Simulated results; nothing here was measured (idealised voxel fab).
The process module presented herein is designated voxel spacer lines.
The cross-section on display is named cut; it measures 225 nm wide, and its cells are 5 nm squares.
Bands, listed from the top down, are how a cross-section gets written in this document; the cross-section itself is a grid of square cells, and a band is one or more rows of them.
First you get the band's top height and its bottom height, in nm, and then the materials it's made of, left to right, with each width in nm. If you see a single material with "full width", that one covers the band edge to edge. "air" is empty space.
Heights from 0 (as-received wafer is one material below). Bottom band endless downward, as "from 0 down".
Note: "30->40" means the width goes from the first number (top row of the band) to the second number (bottom row) in equal steps per row of cells.
What does "no alterations made" mean for a step? It means no cell of the cross-section changed in that step.
Entry "Voids, sealed" = empty spaces >= 8 cells with no open way to the top; each as width x height at distance, distance from left edge, all nm.
Formally, on a step line, whatever follows the settings is a remark that the simulator itself makes on the step.
Each step line may optionally specify "overlay nm", which for a step with a mask gives the rightward distance between the mask's planned place and where it lay, a negative value indicating the leftward direction.

Planned process steps
1,op RECEIVE | material Si
2,op CONFORMAL_DEP | material Al2O3 | thk nm 5
3,op DIRECTIONAL_DEP | material W | thk nm 10
4,op DIRECTIONAL_DEP | material aC | thk nm 30
5,op PATTERN | tone cover | mask id MANDREL | material resist | width nm 25 | pitch nm 70 | thk nm 40 | overlay nm 0
6,op DIRECTIONAL_ETCH | etch materials aC | depth nm 30
7,op STRIP | etch materials resist
8,op CONFORMAL_DEP | material SiO2 | thk nm 10
9,op DIRECTIONAL_ETCH | etch materials SiO2 | depth nm 10
10,op STRIP | etch materials aC
11,op DIRECTIONAL_ETCH | etch materials W | depth nm 10
12,op STRIP | etch materials SiO2
13,op FILL_DEP | material SiO2 | thk nm 5
14,op CMP | height nm 15

As-received state of the wafer in cross-section, equivalent to post-step 1
- from 0 down  Si full width
- Voids, sealed: none

The following cross-section depicts the wafer upon conclusion of the module. Processing commenced from the starting condition illustrated above and adhered to the plan illustrated above, save for one mistake in execution
- from 15 to 5  SiO2 20; W 10; SiO2 25; W 10; SiO2 25; W 10; SiO2 25; W 10; SiO2 25; W 10; SiO2 25; W 10; SiO2 20
- from 5 to 0  W full width
- from 0 down  Si full width
- Voids, sealed: none
Deviation from plan: step 2 did not use the planned setting and instead ran as op CONFORMAL_DEP | material W | thk nm 5
